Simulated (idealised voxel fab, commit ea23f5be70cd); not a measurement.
Process module in this document: voxel tone inversion
FYI the section here is cut, 205 nm wide, cells are 5 nm squares.
Cross-section, as written here: a square-cell grid given band by band from the top down, where a band holds one or more rows of cells. For a band, the entry starts with two heights in nm, that of the top and then that of the bottom, and carries on with the band's materials in order from left to right, each alongside its width in nm; the word "all across" beside a single material means it fills the band edge to edge, and "air" means empty space. Heights are measured from 0, the level below which the as-received wafer is all one material; the lowest band has no bottom and continues downward, written as in "0 -> down". With a width like "30..40", each row of cells in the band differs from the next by the same amount, the top row carrying the first number and the bottom row the second. Where a step carries "left unchanged", the cross-section came out of it unchanged, cell for cell. Listed in "Completely sealed voids": every empty space of 8 or more cells without an open way to the top. Form: width x height at distance, the distance being from the left edge, all in nm. Post-settings text on a step line: simulator's own remark regarding the step. You can add "overlay nm" to a step's line. For a step with a mask, it describes how far the mask lay to the right of its planned position, and a negative number describes a lay to the left.

### These are the steps we planned for the process
| 1 | RECEIVE with material Si |
| 2 | CONFORMAL_DEP with material SiCN, thk nm 10 |
| 3 | DIRECTIONAL_DEP with material aC, thk nm 15 |
| 4 | PATTERN with tone cover, mask id POSTS, material resist, width nm 25, pitch nm 45, thk nm 10, overlay nm 0 |
| 5 | DIRECTIONAL_ETCH with etch materials aC, depth nm 15 |
| 6 | STRIP with etch materials resist |
| 7 | FILL_DEP with material SiO2, thk nm 10 |
| 8 | CMP with height nm 25 |
| 9 | STRIP with etch materials aC |
The thk nm used in step 4 is not the same on every wafer, whereas the starting condition is; the value printed in the plan is the first wafer's.

### As-received state after step 1, first of several wafers, cross-section
	0 -> down = Si all across
	Completely sealed voids: none

### Depicted here is the first of several wafers in cross-section, at module completion following the last step, step 9
	25 -> 20 = SiO2 all across
	20 -> 10 = SiO2 (20) / aC (25) / SiO2 (20) / aC (25) / SiO2 (20) / aC (25) / SiO2 (20) / aC (25) / SiO2 (25)
	10 -> 0 = SiCN all across
	0 -> down = Si all across
	Completely sealed voids: none

### Module end, final wafer: cross-section
	25 -> 10 = SiO2 (20) / air (25) / SiO2 (20) / air (25) / SiO2 (20) / air (25) / SiO2 (20) / air (25) / SiO2 (25)
	10 -> 0 = SiCN all across
	0 -> down = Si all across
	Completely sealed voids: none

### Below, a row for every wafer. Read it as the end-of-module picture: for each material the wafer shows its cells gained (+) or lost (-) since it was received, and then its closed voids
thk nm 10, +82 SiCN, +83 SiO2, +40 aC, Completely sealed voids: none
thk nm 15, +82 SiCN, +63 SiO2, Completely sealed voids: none
thk nm 20, +82 SiCN, +63 SiO2, Completely sealed voids: none
thk nm 25, +82 SiCN, +63 SiO2, Completely sealed voids: none
thk nm 30, +82 SiCN, +63 SiO2, Completely sealed voids: none
thk nm 35, +82 SiCN, +63 SiO2, Completely sealed voids: none
